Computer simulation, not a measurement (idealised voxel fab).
The following is a process module called voxel lift off.
We display cut, a cross-section 200 nm in width whose square cells are each 5 nm.
Cross-section spec: square-cell grid; bands listed top down; each band is one or more rows.
Band entry format. Leading values: height of top, height of bottom, nm. Remainder: materials in left-to-right order, each with its width in nm. Special words: "edge to edge" on a single material, which then fills the band edge to edge; "blank", empty space.
We count height from 0. Below that, the starting wafer is all one material. The lowest band never ends at the bottom but goes on down; see "0 -> down" for how that is written.
So if you see something like "30->40" for the width, read it as the top row of the band sitting at the first number and the bottom row at the second, with every row in between moving by the same amount as the last.
Given "no change occurred" for a step, no cell of the cross-section differs between before and after that step.
Voids not open to the top, 8 cells minimum: see "Sealed void list". Written width x height at distance; distance is from the left edge; nm.
The remark found on a step's line after its settings is issued by the simulator itself and pertains to that step.
"overlay nm", when on a step's line for a step with a mask, measures how far to the right of its planned place the mask lay; a negative measure means to the left.

Steps planned for the process
1,RECEIVE,material Si
2,CONFORMAL_DEP,material SiN,thk nm 10
3,PATTERN,tone open,mask id LINES,material resist,width nm 15,pitch nm 40,thk nm 30,overlay nm -15
4,DIRECTIONAL_DEP,material Ru,thk nm 15
5,STRIP,etch materials resist
6,CONFORMAL_DEP,material SiO2,thk nm 10
The plan shows the overlay nm of step 3 as the first wafer had it; this setting differs between the wafers, which start out alike.

Cross-section of the first of several received wafers, showing its state after step 1
	0 -> down = Si edge to edge
	Sealed void list: none

Table: wafers, a row each; end-of-module cell change per material since receipt, gain (+), loss (-); then closed voids
overlay nm -15, +18 Ru, +80 SiN, +104 SiO2, Sealed void list: none
overlay nm -10, +18 Ru, +80 SiN, +104 SiO2, Sealed void list: none
overlay nm -5, +18 Ru, +80 SiN, +104 SiO2, Sealed void list: none
overlay nm 0, +18 Ru, +80 SiN, +104 SiO2, Sealed void list: none
overlay nm 5, +18 Ru, +80 SiN, +104 SiO2, Sealed void list: none
overlay nm 10, +18 Ru, +80 SiN, +104 SiO2, Sealed void list: none
overlay nm 15, +18 Ru, +80 SiN, +104 SiO2, Sealed void list: none
